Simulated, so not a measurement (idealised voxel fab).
process module | voxel lift off
cross-section cut | 245 nm wide | cells 5 nm
A cross-section is a grid of square cells, given in bands from the top down. A band is one or more rows of cells.
Each band's line starts with the height of the band's top and of its bottom, in nm. Then come its materials from left to right, each with its width in nm. One material with "throughout" fills the band from edge to edge. "air" is empty space.
Height 0 is the level under which the wafer as received is all one material. The lowest band goes on downwards, as in "0 down".
A width such as "30 to 40" changes by the same amount from each row of cells to the next, from the band's top row to its bottom row.
"no change" after a step means that no cell of the cross-section changed.
closed voids: empty space of 8 cells or more with no open way to the top, each as width x height at its distance from the left edge, in nm
after a step's settings: what the simulator itself notes on the step
overlay nm, on a step with a mask: how far to the right of its planned place the mask lay; to the left if negative
plan
1 op RECEIVE | material Si
2 op CONFORMAL_DEP | material SiO2 | thk nm 10
3 op PATTERN | tone open | mask id LINES | material resist | width nm 30 | pitch nm 45 | thk nm 30 | overlay nm 0
4 op DIRECTIONAL_DEP | material Ru | thk nm 15
5 op STRIP | etch materials resist
6 op CONFORMAL_DEP | material SiCN | thk nm 5
as received, after step 1
  0 down: Si throughout
  closed voids: none
a wafer at the end: this start, this plan, one mistake
  20 to 15: air 55 | SiCN 40 | air 5 | SiCN 40 | air 5 | SiCN 40 | air 60
  15 to 5: air 55 | SiCN 5 | Ru 30 | SiCN 5 | air 5 | SiCN 5 | Ru 30 | SiCN 5 | air 5 | SiCN 5 | Ru 30 | SiCN 5 | air 60
  5 to 0: SiCN 60 | Ru 30 | SiCN 15 | Ru 30 | SiCN 15 | Ru 30 | SiCN 65
  0 down: Si throughout
  closed voids: none
what went wrong: step 2 was left out
